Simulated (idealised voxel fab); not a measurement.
process module | voxel wiring stack
cross-section cut | 205 nm wide | cells 5 nm
A cross-section is a grid of square cells, given in bands from the top down. A band is one or more rows of cells.
Each band's line starts with the height of the band's top and of its bottom, in nm. Then come its materials from left to right, each with its width in nm. One material with "throughout" fills the band from edge to edge. "air" is empty space.
Height 0 is the level under which the wafer as received is all one material. The lowest band goes on downwards, as in "0 down".
A width such as "30 to 40" changes by the same amount from each row of cells to the next, from the band's top row to its bottom row.
"no change" after a step means that no cell of the cross-section changed.
closed voids: empty space of 8 cells or more with no open way to the top, each as width x height at its distance from the left edge, in nm
after a step's settings: what the simulator itself notes on the step
overlay nm, on a step with a mask: how far to the right of its planned place the mask lay; to the left if negative
plan
1 op RECEIVE | material Si
2 op CONFORMAL_DEP | material SiO2 | thk nm 10
3 op DIRECTIONAL_DEP | material TiN | thk nm 5
4 op DIRECTIONAL_DEP | material W | thk nm 20
5 op PATTERN | tone cover | mask id METAL_1 | material resist | width nm 30 | pitch nm 50 | thk nm 20 | overlay nm 0
6 op DIRECTIONAL_ETCH | etch materials W | depth nm 20
7 op DIRECTIONAL_ETCH | etch materials TiN | depth nm 5
8 op STRIP | etch materials resist
9 op FILL_DEP | material SiO2 | thk nm 10
10 op CMP | height nm 35
11 op CONFORMAL_DEP | material SiCN | thk nm 5
12 op DIRECTIONAL_DEP | material lowk | thk nm 30
13 op PATTERN | tone open | mask id METAL_2_HOLES | material resist | width nm 15 | pitch nm 50 | thk nm 20 | overlay nm 0
14 op DIRECTIONAL_ETCH | etch materials lowk | depth nm 30
15 op STRIP | etch materials resist
16 op PATTERN | tone open | mask id METAL_2 | material resist | width nm 30 | pitch nm 50 | thk nm 15 | overlay nm 0
17 op DIRECTIONAL_ETCH | etch materials lowk | depth nm 15
18 op DIRECTIONAL_ETCH | etch materials SiCN | depth nm 5
19 op STRIP | etch materials resist
20 op CONFORMAL_DEP | material TiN | thk nm 5
21 op FILL_DEP | material Ru | thk nm 5
22 op CMP | height nm 70
23 op CONFORMAL_DEP | material SiCN | thk nm 5
24 op DIRECTIONAL_DEP | material SiO2 | thk nm 25
25 op PATTERN | tone open | mask id METAL_3_HOLES | material resist | width nm 15 | pitch nm 50 | thk nm 20 | overlay nm 0
26 op DIRECTIONAL_ETCH | etch materials SiO2 | depth nm 25
27 op STRIP | etch materials resist
28 op DIRECTIONAL_DEP | material aC | thk nm 15
29 op PATTERN | tone open | mask id METAL_3 | material resist | width nm 30 | pitch nm 50 | thk nm 35 | overlay nm 0
30 op DIRECTIONAL_ETCH | etch materials aC | depth nm 15
31 op STRIP | etch materials resist
32 op DIRECTIONAL_ETCH | etch materials SiO2 | depth nm 15
33 op DIRECTIONAL_ETCH | etch materials SiCN | depth nm 5
34 op STRIP | etch materials aC
35 op CONFORMAL_DEP | material TiN | thk nm 5
36 op FILL_DEP | material Cu | thk nm 10
37 op CMP | height nm 100
38 op CONFORMAL_DEP | material SiCN | thk nm 5
39 op DIRECTIONAL_DEP | material lowk | thk nm 35
40 op DIRECTIONAL_DEP | material aC | thk nm 15
41 op PATTERN | tone open | mask id METAL_4 | material resist | width nm 30 | pitch nm 50 | thk nm 30 | overlay nm 0
42 op DIRECTIONAL_ETCH | etch materials aC | depth nm 15
43 op STRIP | etch materials resist
44 op DIRECTIONAL_ETCH | etch materials lowk | depth nm 20
45 op STRIP | etch materials aC
46 op PATTERN | tone open | mask id METAL_4_HOLES | material resist | width nm 15 | pitch nm 50 | thk nm 20 | overlay nm 0
47 op DIRECTIONAL_ETCH | etch materials lowk | depth nm 15
48 op DIRECTIONAL_ETCH | etch materials SiCN | depth nm 5
49 op STRIP | etch materials resist
50 op CONFORMAL_DEP | material TiN | thk nm 5
51 op FILL_DEP | material Ru | thk nm 5
52 op CMP | height nm 140
53 op CONFORMAL_DEP | material SiCN | thk nm 5
as received, after step 1
  0 down: Si throughout
  closed voids: none
first wafer at the end, as planned
  145 to 140: SiCN throughout
  140 to 125: lowk 60 | TiN 5 | Ru 20 | TiN 5 | lowk 20 | TiN 5 | Ru 20 | TiN 5 | lowk 65
  125 to 120: lowk 60 | TiN 5 | Ru 5 | TiN 20 | lowk 20 | TiN 5 | Ru 5 | TiN 20 | lowk 65
  120 to 105: lowk 60 | TiN 5 | Ru 5 | TiN 5 | lowk 35 | TiN 5 | Ru 5 | TiN 5 | lowk 80
  105 to 100: SiCN 60 | TiN 15 | SiCN 35 | TiN 15 | SiCN 80
  100 to 90: SiO2 60 | TiN 5 | Cu 20 | TiN 5 | SiO2 20 | TiN 5 | Cu 20 | TiN 5 | SiO2 65
  90 to 85: SiO2 60 | TiN 5 | Cu 5 | TiN 20 | SiO2 20 | TiN 5 | Cu 5 | TiN 20 | SiO2 65
  85 to 75: SiO2 60 | TiN 5 | Cu 5 | TiN 5 | SiO2 35 | TiN 5 | Cu 5 | TiN 5 | SiO2 80
  75 to 70: SiCN 60 | TiN 15 | SiCN 35 | TiN 15 | SiCN 80
  70 to 60: lowk 60 | TiN 5 | Ru 20 | TiN 5 | lowk 20 | TiN 5 | Ru 20 | TiN 5 | lowk 65
  60 to 55: lowk 60 | TiN 5 | Ru 5 | TiN 20 | lowk 20 | TiN 5 | Ru 5 | TiN 20 | lowk 65
  55 to 40: lowk 60 | TiN 5 | Ru 5 | TiN 5 | lowk 35 | TiN 5 | Ru 5 | TiN 5 | lowk 80
  40 to 35: SiCN 60 | TiN 15 | SiCN 35 | TiN 15 | SiCN 80
  35 to 15: SiO2 60 | W 30 | SiO2 20 | W 30 | SiO2 65
  15 to 10: SiO2 60 | TiN 30 | SiO2 20 | TiN 30 | SiO2 65
  10 to 0: SiO2 throughout
  0 down: Si throughout
  closed voids: none
second wafer at the end: like start, like plan, one mistake
  145 to 140: SiCN throughout
  140 to 125: lowk 60 | TiN 5 | Ru 20 | TiN 5 | lowk 20 | TiN 5 | Ru 20 | TiN 5 | lowk 65
  125 to 120: lowk 60 | TiN 5 | Ru 5 | TiN 20 | lowk 20 | TiN 5 | Ru 5 | TiN 20 | lowk 65
  120 to 105: lowk 60 | TiN 5 | Ru 5 | TiN 5 | lowk 35 | TiN 5 | Ru 5 | TiN 5 | lowk 80
  105 to 100: SiCN 60 | TiN 15 | SiCN 35 | TiN 15 | SiCN 80
  100 to 90: SiO2 60 | TiN 5 | Cu 20 | TiN 5 | SiO2 20 | TiN 5 | Cu 20 | TiN 5 | SiO2 65
  90 to 85: SiO2 60 | TiN 5 | Cu 5 | TiN 20 | SiO2 20 | TiN 5 | Cu 5 | TiN 20 | SiO2 65
  85 to 75: SiO2 60 | TiN 5 | Cu 5 | TiN 5 | SiO2 35 | TiN 5 | Cu 5 | TiN 5 | SiO2 80
  75 to 70: SiCN 60 | TiN 15 | SiCN 35 | TiN 15 | SiCN 80
  70 to 60: lowk 60 | TiN 5 | Ru 20 | TiN 5 | lowk 20 | TiN 5 | Ru 20 | TiN 5 | lowk 65
  60 to 55: lowk 60 | TiN 5 | Ru 5 | TiN 20 | lowk 20 | TiN 5 | Ru 5 | TiN 20 | lowk 65
  55 to 40: lowk 60 | TiN 5 | Ru 5 | TiN 5 | lowk 35 | TiN 5 | Ru 5 | TiN 5 | lowk 80
  40 to 35: SiCN 60 | TiN 15 | SiCN 35 | TiN 15 | SiCN 80
  35 to 30: SiO2 throughout
  30 to 10: SiO2 60 | W 30 | SiO2 20 | W 30 | SiO2 65
  10 to 0: SiO2 throughout
  0 down: Si throughout
  closed voids: none
what went wrong: step 3 was left out
at the end the second wafer has, in cells: 12 more of SiO2 | 12 fewer of TiN
